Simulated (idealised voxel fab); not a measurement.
process module | voxel gate over fins
cross-section cut | 190 nm wide | cells 5 nm
A cross-section is a grid of square cells, given in bands from the top down. A band is one or more rows of cells.
Each band's line starts with the height of the band's top and of its bottom, in nm. Then come its materials from left to right, each with its width in nm. One material with "throughout" fills the band from edge to edge. "air" is empty space.
Height 0 is the level under which the wafer as received is all one material. The lowest band goes on downwards, as in "0 down".
A width such as "30 to 40" changes by the same amount from each row of cells to the next, from the band's top row to its bottom row.
"no change" after a step means that no cell of the cross-section changed.
closed voids: empty space of 8 cells or more with no open way to the top, each as width x height at its distance from the left edge, in nm
after a step's settings: what the simulator itself notes on the step
overlay nm, on a step with a mask: how far to the right of its planned place the mask lay; to the left if negative
plan
1 op RECEIVE | material Si
2 op CONFORMAL_DEP | material SiN | thk nm 5
3 op MASKED_ETCH | tone cover | mask id FINS | width nm 15 | pitch nm 50 | etch materials SiN | depth nm 5 | overlay nm 0
4 op MASKED_ETCH | tone cover | mask id FINS | width nm 15 | pitch nm 50 | etch materials Si | depth nm 30 | overlay nm 0
5 op FILL_DEP | material SiO2 | thk nm 5
6 op CMP | height nm 5
7 op DIRECTIONAL_DEP | material aC | thk nm 15
8 op PATTERN | tone open | mask id RAIL | material resist | width nm 15 | thk nm 30 | overlay nm 0
9 op DIRECTIONAL_ETCH | etch materials aC | depth nm 15
10 op STRIP | etch materials resist
11 op DIRECTIONAL_ETCH | etch materials SiO2 | depth nm 30
12 op STRIP | etch materials aC
13 op CONFORMAL_DEP | material TiN | thk nm 5
14 op FILL_DEP | material W | thk nm 5
15 op CMP | height nm 5
16 op SELECTIVE_ETCH | etch materials W Ru TiN | depth nm 25
17 op FILL_DEP | material SiO2 | thk nm 5
18 op CMP | height nm 5
19 op SELECTIVE_ETCH | etch materials SiO2 | depth nm 15
20 op STRIP | etch materials SiN
21 op CONFORMAL_DEP | material HfO2 | thk nm 5
22 op CONFORMAL_DEP | material TiN | thk nm 5
23 op FILL_DEP | material W | thk nm 15
24 op CMP | height nm 20
25 op CONFORMAL_DEP | material SiCN | thk nm 5
varied across the wafers: thk nm of step 21. The plan shows the first wafer's value. All wafers start alike
first wafer as received, after step 1
  0 down: Si throughout
  closed voids: none
first wafer at the end, after step 25
  25 to 20: SiCN throughout
  20 to 10: W throughout
  10 to 5: W 25 | TiN 35 | W 15 | TiN 35 | W 15 | TiN 35 | W 30
  5 to 0: W 25 | TiN 5 | HfO2 25 | TiN 5 | W 15 | TiN 5 | HfO2 25 | TiN 5 | W 15 | TiN 5 | HfO2 25 | TiN 5 | W 30
  0 to -5: TiN 30 | HfO2 5 | Si 15 | HfO2 5 | TiN 25 | HfO2 5 | Si 15 | HfO2 5 | TiN 25 | HfO2 5 | Si 15 | HfO2 5 | TiN 35
  -5 to -10: HfO2 35 | Si 15 | HfO2 35 | Si 15 | HfO2 35 | Si 15 | HfO2 40
  -10 to -20: SiO2 35 | Si 15 | SiO2 35 | Si 15 | SiO2 35 | Si 15 | SiO2 40
  -20 to -25: SiO2 35 | Si 15 | SiO2 10 | TiN 15 | SiO2 10 | Si 15 | SiO2 35 | Si 15 | SiO2 40
  -25 to -30: SiO2 35 | Si 15 | SiO2 35 | Si 15 | SiO2 35 | Si 15 | SiO2 40
  -30 down: Si throughout
  closed voids: none
last wafer at the end
  25 to 20: SiCN throughout
  20 to 15: W 10 | TiN 5 | HfO2 155 | TiN 5 | W 15
  15 to 10: TiN 15 | HfO2 155 | TiN 20
  10 to 0: HfO2 throughout
  0 to -10: HfO2 35 | Si 15 | HfO2 35 | Si 15 | HfO2 35 | Si 15 | HfO2 40
  -10 to -20: SiO2 35 | Si 15 | SiO2 35 | Si 15 | SiO2 35 | Si 15 | SiO2 40
  -20 to -25: SiO2 35 | Si 15 | SiO2 10 | TiN 15 | SiO2 10 | Si 15 | SiO2 35 | Si 15 | SiO2 40
  -25 to -30: SiO2 35 | Si 15 | SiO2 35 | Si 15 | SiO2 35 | Si 15 | SiO2 40
  -30 down: Si throughout
  closed voids: none
each wafer at the end: cells of each material gained (+) or lost (-) since it was received, then its closed voids
thk nm 5 | +50 HfO2 | -174 Si | +38 SiCN | +113 SiO2 | +53 TiN | +110 W | closed voids: none
thk nm 10 | +100 HfO2 | -174 Si | +38 SiCN | +113 SiO2 | +53 TiN | +60 W | closed voids: none
thk nm 15 | +150 HfO2 | -174 Si | +38 SiCN | +113 SiO2 | +49 TiN | +14 W | closed voids: none
thk nm 20 | +196 HfO2 | -174 Si | +38 SiCN | +113 SiO2 | +12 TiN | +5 W | closed voids: none
